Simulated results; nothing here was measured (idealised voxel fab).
Module name: voxel self aligned contacts (process module)
In the cross-section labelled cut, the width is 250 nm and each square cell is 5 nm.
We lay out every cross-section as a grid of square cells and spell it out in bands from the top down, where one band means one or more rows of cells.
This entry defines a band. It first specifies the height of the band's top and the height of its bottom in nm, and then specifies the band's materials from left to right, stating each material with its width in nm. The word "all across" identifies a single material that fills the band from edge to edge, while the word "blank" identifies empty space.
Where do heights start? At 0: under that level the wafer as delivered is made of one material only. And the lowest band has no floor; it just carries on downward, as in "from 0 down".
Graded width ("30..40"): value in top row of band = first number; value in bottom row = second number; row-to-row change constant.
"nothing was modified" -> step changed no cross-section cell.
"Trapped void list" specifies each empty space that is not open to the top and that occupies no fewer than 8 cells, using the form width x height at distance, the distance measured from the left edge and all three quantities in nm.
Where a step's line continues beyond its settings, the continuation is a remark by the simulator itself on that step.
overlay nm: how far to the right of its planned place the mask lay on this masked step (negative: to the left).

### Process steps (planned)
step 1: RECEIVE [material Si]
step 2: OXIDIZE [depth nm 5]
step 3: DIRECTIONAL_DEP [material polySi] [thk nm 30]
step 4: DIRECTIONAL_DEP [material SiN] [thk nm 20]
step 5: DIRECTIONAL_DEP [material aC] [thk nm 15]
step 6: PATTERN [tone cover] [mask id GATE] [material resist] [width nm 35] [pitch nm 65] [thk nm 30] [overlay nm 0]
step 7: DIRECTIONAL_ETCH [etch materials aC] [depth nm 15]
step 8: STRIP [etch materials resist]
step 9: DIRECTIONAL_ETCH [etch materials SiN] [depth nm 20]
step 10: DIRECTIONAL_ETCH [etch materials polySi] [depth nm 30]
step 11: STRIP [etch materials aC]
step 12: CONFORMAL_DEP [material SiN] [thk nm 5]
step 13: DIRECTIONAL_ETCH [etch materials SiN] [depth nm 5]
step 14: FILL_DEP [material SiO2] [thk nm 20]
step 15: CMP [height nm 60]
step 16: DIRECTIONAL_DEP [material aC] [thk nm 15]
step 17: PATTERN [tone open] [mask id CONTACT] [material resist] [width nm 40] [pitch nm 65] [thk nm 30] [overlay nm 0]
step 18: DIRECTIONAL_ETCH [etch materials aC] [depth nm 15]
step 19: STRIP [etch materials resist]
step 20: DIRECTIONAL_ETCH [etch materials SiO2] [depth nm 65]
step 21: STRIP [etch materials aC]
step 22: CONFORMAL_DEP [material TiN] [thk nm 5]
step 23: FILL_DEP [material Ru] [thk nm 5]
step 24: CMP [height nm 60]
step 25: CONFORMAL_DEP [material SiCN] [thk nm 5]

### Cross-section of the incoming wafer, state after step 1
  from 0 down = Si all across
  Trapped void list: none

### The first of two wafers, cross-sectioned at the end of the module, with the run proceeding as planned
  from 65 to 60 = SiCN all across
  from 60 to 50 = SiO2 (70), TiN (5..15), Ru (30..10), TiN (5..15), SiO2 (25), TiN (5..15), Ru (30..10), TiN (5..15), SiO2 (75)
  from 50 to 30 = SiO2 (35), SiN (45), TiN (5), Ru (10), TiN (5), SiN (45), TiN (5), Ru (10), TiN (5), SiN (45), SiO2 (40)
  from 30 to 0 = SiO2 (35), SiN (5), polySi (35), SiN (5), TiN (5), Ru (10), TiN (5), SiN (5), polySi (35), SiN (5), TiN (5), Ru (10), TiN (5), SiN (5), polySi (35), SiN (5), SiO2 (40)
  from 0 to -5 = SiO2 (80), TiN (20), SiO2 (45), TiN (20), SiO2 (85)
  from -5 down = Si all across
  Trapped void list: none

### Wafer two, sectioned after the module: the first wafer's start, the first wafer's plan, and one mistake in how it was run
  from 65 to 60 = SiCN all across
  from 60 to 50 = SiO2 (70), TiN (5..15), Ru (30..10), TiN (5..15), SiO2 (25), TiN (5..15), Ru (30..10), TiN (5..15), SiO2 (75)
  from 50 to 30 = SiO2 (35), SiN (45), TiN (5), Ru (10), TiN (5), SiN (45), TiN (5), Ru (10), TiN (5), SiN (45), SiO2 (40)
  from 30 to 10 = SiO2 (35), SiN (5), polySi (35), SiN (5), TiN (5), Ru (10), TiN (5), SiN (5), polySi (35), SiN (5), TiN (5), Ru (10), TiN (5), SiN (5), polySi (35), SiN (5), SiO2 (40)
  from 10 to 5 = SiO2 (35), SiN (5), polySi (35), SiN (5), TiN (20), SiN (5), polySi (35), SiN (5), TiN (20), SiN (5), polySi (35), SiN (5), SiO2 (40)
  from 5 to 0 = SiN (40), polySi (35), SiN (30), polySi (35), SiN (30), polySi (35), SiN (45)
  from 0 to -5 = SiO2 all across
  from -5 down = Si all across
  Trapped void list: none
Deviation noted in wafer processing: steps 12 and 13 of the plan were each performed in the slot designated for the other
Per the end-of-run cell counts, the second wafer holds more or fewer of some materials than the first: Ru -8, SiN +23, SiO2 -7, TiN -8
